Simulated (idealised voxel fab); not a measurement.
Module name: voxel released beams (process module)
cross-section cut | 295 nm wide | cells 5 nm
A cross-section in this document is a grid of square cells, and it is written down as bands, the top band listed before the ones below it; a band is made up of one or more rows of cells.
Top height, bottom height, nm. Materials left to right, width each, nm. Single material + "full width" = fills band edge to edge. "air" = empty.
Below 0: as-received wafer, all one material; heights counted from there. Lowest band: no bottom, goes on down, written "z 0 and below".
Width spec "30->40" -> top row of cells at first value, bottom row at second value, equal per-row change in between.
"nothing got changed" after a step means that no cell of the cross-section changed.
"Enclosed internal voids": sealed empty spaces, 8 cells or more, no open way to top, listed width x height at distance, with distance from the left edge and width, height and distance in nm.
Read whatever lies past the settings on a step's line as the simulator's own remark about the step.
If you see "overlay nm" on a step's line and that step has a mask, it's telling you how far right of where it was planned the mask ended up; a negative number means it went left instead.
[Process steps - plan]
- 1: RECEIVE, material Si
- 2: CONFORMAL_DEP, material Al2O3, thk nm 5
- 3: DIRECTIONAL_DEP, material SiO2, thk nm 15
- 4: DIRECTIONAL_DEP, material aC, thk nm 15
- 5: PATTERN, tone open, mask id ANCHOR, material resist, width nm 40, thk nm 35, overlay nm 0
- 6: DIRECTIONAL_ETCH, etch materials aC, depth nm 15
- 7: STRIP, etch materials resist
- 8: DIRECTIONAL_ETCH, etch materials SiO2, depth nm 15
- 9: STRIP, etch materials aC
- 10: CONFORMAL_DEP, material SiN, thk nm 15
- 11: DIRECTIONAL_DEP, material aC, thk nm 15
- 12: PATTERN, tone cover, mask id BEAM, material resist, width nm 95, thk nm 30, overlay nm 0
- 13: DIRECTIONAL_ETCH, etch materials aC, depth nm 15
- 14: STRIP, etch materials resist
- 15: DIRECTIONAL_ETCH, etch materials SiN, depth nm 15
- 16: STRIP, etch materials aC
- 17: STRIP, etch materials SiO2
[Here's what the wafer looked like in cross-section when it arrived - that's after step 1]
* z 0 and below | Si full width
* Enclosed internal voids: none
[One mistake in running the module, otherwise start and plan as above: cross-section at the end]
* z 35 to 20 | 95 nm air; 95 nm SiN; 105 nm air
* z 20 to 15 | Al2O3 full width
* z 15 to 0 | SiO2 full width
* z 0 and below | Si full width
* Enclosed internal voids: none
Nonconformance to the process plan: note: step 2 <-> step 3, run order reversed vs plan
